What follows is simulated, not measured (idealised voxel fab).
process module | voxel double patterning
cross-section cut | 210 nm wide | cells 5 nm
A cross-section is a grid of square cells, given in bands from the top down. A band is one or more rows of cells.
Each band's line starts with the height of the band's top and of its bottom, in nm. Then come its materials from left to right, each with its width in nm. One material with "throughout" fills the band from edge to edge. "air" is empty space.
Height 0 is the level under which the wafer as received is all one material. The lowest band goes on downwards, as in "0 down".
A width such as "30 to 40" changes by the same amount from each row of cells to the next, from the band's top row to its bottom row.
"no change" after a step means that no cell of the cross-section changed.
closed voids: empty space of 8 cells or more with no open way to the top, each as width x height at its distance from the left edge, in nm
after a step's settings: what the simulator itself notes on the step
overlay nm, on a step with a mask: how far to the right of its planned place the mask lay; to the left if negative
plan
1 op RECEIVE | material Si
2 op CONFORMAL_DEP | material SiO2 | thk nm 5
3 op DIRECTIONAL_DEP | material polySi | thk nm 15
4 op DIRECTIONAL_DEP | material SiN | thk nm 10
5 op PATTERN | tone open | mask id FIRST | material resist | width nm 15 | pitch nm 50 | thk nm 15 | overlay nm 0
6 op DIRECTIONAL_ETCH | etch materials SiN | depth nm 10
7 op STRIP | etch materials resist
8 op MASKED_ETCH | tone open | mask id SECOND | width nm 15 | etch materials SiN | depth nm 10 | overlay nm 0
9 op DIRECTIONAL_ETCH | etch materials polySi | depth nm 15
10 op STRIP | etch materials SiN
as received, after step 1
  0 down: Si throughout
  closed voids: none
first wafer at the end, as planned
  20 to 5: polySi 70 | air 15 | polySi 10 | air 15 | polySi 10 | air 15 | polySi 75
  5 to 0: SiO2 throughout
  0 down: Si throughout
  closed voids: none
second wafer at the end: like start, like plan, one mistake
  35 to 20: polySi 70 | air 15 | polySi 10 | air 15 | polySi 10 | air 15 | polySi 75
  20 to 5: polySi throughout
  5 to 0: SiO2 throughout
  0 down: Si throughout
  closed voids: none
what went wrong: step 3 was run twice
at the end the second wafer has, in cells: 126 more of polySi
